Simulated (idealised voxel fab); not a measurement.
Title: Process Module voxel self aligned contacts
For reference, the cross-section in this document is cut, with width 255 nm and square cells of 5 nm.
When this document writes out a cross-section, it uses a grid of square cells and lists it as bands, beginning at the top and moving down, with a band standing for one or more rows of cells.
What a band's entry tells you: where the top is and where the bottom is, as heights in nm, and after that what lies inside, material by material from left to right, each with its width in nm. Empty space is written as the word "empty", and a single material marked with the word "full width" occupies the band from edge to edge.
Basically, 0 is our baseline, since under it the wafer straight out of the box is all one material. The bottom band has no lower end and keeps on going down, so it looks like "0 and below".
Top row gets the first number, bottom row gets the second, and each row in between changes by the same step: that is how a band width like "30 to 40" works.
What does "remained the same" mean for a step? It means no cell of the cross-section changed in that step.
This entry, "Non-vented voids", enumerates those empty regions of no fewer than 8 cells that possess no open connection to the top. Each region is reported in the form width x height at distance, the distance being taken from the left edge, with all three quantities expressed in nm.
Step line, after settings: the simulator's comment on this step.
The "overlay nm" setting may appear on a step's line; for a step that uses a mask, it gives how far to the right of its planned position the mask lay, and a negative value indicates the left.

THE PLANNED PROCESS STEPS ARE ENUMERATED HEREUNDER
- 1: RECEIVE [material Si]
- 2: CONFORMAL_DEP [material SiO2] [thk nm 5]
- 3: DIRECTIONAL_DEP [material polySi] [thk nm 30]
- 4: DIRECTIONAL_DEP [material SiN] [thk nm 20]
- 5: MASKED_ETCH [tone cover] [mask id GATE] [width nm 35] [pitch nm 80] [etch materials SiN] [depth nm 20] [overlay nm 0]
- 6: MASKED_ETCH [tone cover] [mask id GATE] [width nm 35] [pitch nm 80] [etch materials polySi] [depth nm 30] [overlay nm 0]
- 7: CONFORMAL_DEP [material SiN] [thk nm 10]
- 8: DIRECTIONAL_ETCH [etch materials SiN] [depth nm 10]
- 9: FILL_DEP [material SiO2] [thk nm 15]
- 10: CMP [height nm 65]
- 11: PATTERN [tone open] [mask id CONTACT] [material resist] [width nm 65] [thk nm 20] [overlay nm 0]
- 12: DIRECTIONAL_ETCH [etch materials SiO2] [depth nm 65]
- 13: STRIP [etch materials resist]
- 14: CONFORMAL_DEP [material TiN] [thk nm 5]
- 15: FILL_DEP [material Ru] [thk nm 5]
- 16: CMP [height nm 65]
- 17: CONFORMAL_DEP [material SiCN] [thk nm 5]

FIRST WAFER, AS PLANNED

CROSS-SECTION OF THE WAFER AT RECEIPT, WHICH IS THE CONDITION AFTER STEP 1
0 and below | Si full width
Non-vented voids: none

TAKE A LOOK AT THE WAFER'S CROSS-SECTION AFTER STEP 2
5 down to 0 | SiO2 full width
All layers under 0 are left as they were.

TAKE A LOOK AT THE WAFER'S CROSS-SECTION AFTER STEP 3
35 down to 5 | polySi full width
All layers under 5 are left as they were.

TAKE A LOOK AT THE WAFER'S CROSS-SECTION AFTER STEP 4
55 down to 35 | SiN full width
All layers under 35 are left as they were.

TAKE A LOOK AT THE WAFER'S CROSS-SECTION AFTER STEP 5
55 down to 35 | empty: 70 | SiN: 35 | empty: 45 | SiN: 35 | empty: 70
All layers under 35 are left as they were.

TAKE A LOOK AT THE WAFER'S CROSS-SECTION AFTER STEP 6
55 down to 35 | empty: 70 | SiN: 35 | empty: 45 | SiN: 35 | empty: 70
35 down to 5 | empty: 70 | polySi: 35 | empty: 45 | polySi: 35 | empty: 70
All layers under 5 are left as they were.

TAKE A LOOK AT THE WAFER'S CROSS-SECTION AFTER STEP 7
65 down to 35 | empty: 60 | SiN: 55 | empty: 25 | SiN: 55 | empty: 60
35 down to 15 | empty: 60 | SiN: 10 | polySi: 35 | SiN: 10 | empty: 25 | SiN: 10 | polySi: 35 | SiN: 10 | empty: 60
15 down to 5 | SiN: 70 | polySi: 35 | SiN: 45 | polySi: 35 | SiN: 70
All layers under 5 are left as they were.

TAKE A LOOK AT THE WAFER'S CROSS-SECTION AFTER STEP 8
55 down to 35 | empty: 60 | SiN: 55 | empty: 25 | SiN: 55 | empty: 60
35 down to 5 | empty: 60 | SiN: 10 | polySi: 35 | SiN: 10 | empty: 25 | SiN: 10 | polySi: 35 | SiN: 10 | empty: 60
All layers under 5 are left as they were.

TAKE A LOOK AT THE WAFER'S CROSS-SECTION AFTER STEP 9
70 down to 55 | SiO2 full width
55 down to 35 | SiO2: 60 | SiN: 55 | SiO2: 25 | SiN: 55 | SiO2: 60
35 down to 5 | SiO2: 60 | SiN: 10 | polySi: 35 | SiN: 10 | SiO2: 25 | SiN: 10 | polySi: 35 | SiN: 10 | SiO2: 60
All layers under 5 are left as they were.

TAKE A LOOK AT THE WAFER'S CROSS-SECTION AFTER STEP 10
65 down to 55 | SiO2 full width
All layers under 55 are left as they were.

TAKE A LOOK AT THE WAFER'S CROSS-SECTION AFTER STEP 11
85 down to 65 | resist: 95 | empty: 65 | resist: 95
All layers under 65 are left as they were.

TAKE A LOOK AT THE WAFER'S CROSS-SECTION AFTER STEP 12
85 down to 65 | resist: 95 | empty: 65 | resist: 95
65 down to 55 | SiO2: 95 | empty: 65 | SiO2: 95
55 down to 35 | SiO2: 60 | SiN: 55 | empty: 25 | SiN: 55 | SiO2: 60
35 down to 5 | SiO2: 60 | SiN: 10 | polySi: 35 | SiN: 10 | empty: 25 | SiN: 10 | polySi: 35 | SiN: 10 | SiO2: 60
5 down to 0 | SiO2: 115 | empty: 25 | SiO2: 115
All layers under 0 are left as they were.

TAKE A LOOK AT THE WAFER'S CROSS-SECTION AFTER STEP 13
65 down to 55 | SiO2: 95 | empty: 65 | SiO2: 95
All layers under 55 are left as they were.

TAKE A LOOK AT THE WAFER'S CROSS-SECTION AFTER STEP 14
70 down to 65 | TiN: 100 | empty: 55 | TiN: 100
65 down to 55 | SiO2: 95 | TiN: 5 to 25 | empty: 55 to 15 | TiN: 5 to 25 | SiO2: 95
55 down to 35 | SiO2: 60 | SiN: 55 | TiN: 5 | empty: 15 | TiN: 5 | SiN: 55 | SiO2: 60
35 down to 5 | SiO2: 60 | SiN: 10 | polySi: 35 | SiN: 10 | TiN: 5 | empty: 15 | TiN: 5 | SiN: 10 | polySi: 35 | SiN: 10 | SiO2: 60
5 down to 0 | SiO2: 115 | TiN: 25 | SiO2: 115
All layers under 0 are left as they were.

TAKE A LOOK AT THE WAFER'S CROSS-SECTION AFTER STEP 15
75 down to 70 | Ru full width
70 down to 65 | TiN: 100 | Ru: 55 | TiN: 100
65 down to 55 | SiO2: 95 | TiN: 5 to 25 | Ru: 55 to 15 | TiN: 5 to 25 | SiO2: 95
55 down to 35 | SiO2: 60 | SiN: 55 | TiN: 5 | Ru: 15 | TiN: 5 | SiN: 55 | SiO2: 60
35 down to 5 | SiO2: 60 | SiN: 10 | polySi: 35 | SiN: 10 | TiN: 5 | Ru: 15 | TiN: 5 | SiN: 10 | polySi: 35 | SiN: 10 | SiO2: 60
All layers under 5 are left as they were.

TAKE A LOOK AT THE WAFER'S CROSS-SECTION AFTER STEP 16
65 down to 55 | SiO2: 95 | TiN: 5 to 25 | Ru: 55 to 15 | TiN: 5 to 25 | SiO2: 95
All layers under 55 are left as they were.

TAKE A LOOK AT THE WAFER'S CROSS-SECTION AFTER STEP 17
70 down to 65 | SiCN full width
All layers under 65 are left as they were.

FOR THE SECOND WAFER, TAKE THE FIRST WAFER'S START AND PLAN, THEN ADD ONE MISTAKE MADE IN RUNNING IT; EVERYTHING THROUGH STEP 2, THAT STEP INCLUDED, IS SHARED WITH THE FIRST

WHEN STEP 3 SHOULD HAVE ENDED
65 down to 5 | polySi full width
All layers under 5 are left as they were.

WHEN STEP 4 SHOULD HAVE ENDED
85 down to 65 | SiN full width
All layers under 65 are left as they were.

WHEN STEP 5 SHOULD HAVE ENDED
85 down to 65 | empty: 70 | SiN: 35 | empty: 45 | SiN: 35 | empty: 70
All layers under 65 are left as they were.

WHEN STEP 6 SHOULD HAVE ENDED
85 down to 65 | empty: 70 | SiN: 35 | empty: 45 | SiN: 35 | empty: 70
65 down to 35 | empty: 70 | polySi: 35 | empty: 45 | polySi: 35 | empty: 70
All layers under 35 are left as they were.

WHEN STEP 7 SHOULD HAVE ENDED
95 down to 65 | empty: 60 | SiN: 55 | empty: 25 | SiN: 55 | empty: 60
65 down to 45 | empty: 60 | SiN: 10 | polySi: 35 | SiN: 10 | empty: 25 | SiN: 10 | polySi: 35 | SiN: 10 | empty: 60
45 down to 35 | SiN: 70 | polySi: 35 | SiN: 45 | polySi: 35 | SiN: 70
All layers under 35 are left as they were.

WHEN STEP 8 SHOULD HAVE ENDED
85 down to 65 | empty: 60 | SiN: 55 | empty: 25 | SiN: 55 | empty: 60
65 down to 35 | empty: 60 | SiN: 10 | polySi: 35 | SiN: 10 | empty: 25 | SiN: 10 | polySi: 35 | SiN: 10 | empty: 60
All layers under 35 are left as they were.

WHEN STEP 9 SHOULD HAVE ENDED
100 down to 85 | SiO2 full width
85 down to 65 | SiO2: 60 | SiN: 55 | SiO2: 25 | SiN: 55 | SiO2: 60
65 down to 35 | SiO2: 60 | SiN: 10 | polySi: 35 | SiN: 10 | SiO2: 25 | SiN: 10 | polySi: 35 | SiN: 10 | SiO2: 60
All layers under 35 are left as they were.

WHEN STEP 10 SHOULD HAVE ENDED
65 down to 35 | SiO2: 60 | SiN: 10 | polySi: 35 | SiN: 10 | SiO2: 25 | SiN: 10 | polySi: 35 | SiN: 10 | SiO2: 60
All layers under 35 are left as they were.

WHEN STEP 11 SHOULD HAVE ENDED
85 down to 65 | resist: 95 | empty: 65 | resist: 95
All layers under 65 are left as they were.

WHEN STEP 12 SHOULD HAVE ENDED
85 down to 65 | resist: 95 | empty: 65 | resist: 95
65 down to 35 | SiO2: 60 | SiN: 10 | polySi: 35 | SiN: 10 | empty: 25 | SiN: 10 | polySi: 35 | SiN: 10 | SiO2: 60
All layers under 35 are left as they were.

WHEN STEP 13 SHOULD HAVE ENDED
65 down to 35 | SiO2: 60 | SiN: 10 | polySi: 35 | SiN: 10 | empty: 25 | SiN: 10 | polySi: 35 | SiN: 10 | SiO2: 60
All layers under 35 are left as they were.

WHEN STEP 14 SHOULD HAVE ENDED
70 down to 65 | TiN: 120 | empty: 15 | TiN: 120
65 down to 40 | SiO2: 60 | SiN: 10 | polySi: 35 | SiN: 10 | TiN: 5 | empty: 15 | TiN: 5 | SiN: 10 | polySi: 35 | SiN: 10 | SiO2: 60
40 down to 35 | SiO2: 60 | SiN: 10 | polySi: 35 | SiN: 10 | TiN: 25 | SiN: 10 | polySi: 35 | SiN: 10 | SiO2: 60
All layers under 35 are left as they were.

WHEN STEP 15 SHOULD HAVE ENDED
75 down to 70 | Ru full width
70 down to 65 | TiN: 120 | Ru: 15 | TiN: 120
65 down to 40 | SiO2: 60 | SiN: 10 | polySi: 35 | SiN: 10 | TiN: 5 | Ru: 15 | TiN: 5 | SiN: 10 | polySi: 35 | SiN: 10 | SiO2: 60
All layers under 40 are left as they were.

WHEN STEP 16 SHOULD HAVE ENDED
65 down to 40 | SiO2: 60 | SiN: 10 | polySi: 35 | SiN: 10 | TiN: 5 | Ru: 15 | TiN: 5 | SiN: 10 | polySi: 35 | SiN: 10 | SiO2: 60
All layers under 40 are left as they were.

WHEN STEP 17 SHOULD HAVE ENDED
70 down to 65 | SiCN full width
All layers under 65 are left as they were.
What went wrong in running the wafer? heads up, step 3 of the plan got done twice
Cell-count delta at end, second wafer over first, by material: Ru: 29 fewer; SiN: 88 fewer; SiO2: 167 fewer; TiN: 22 fewer; polySi: 306 more
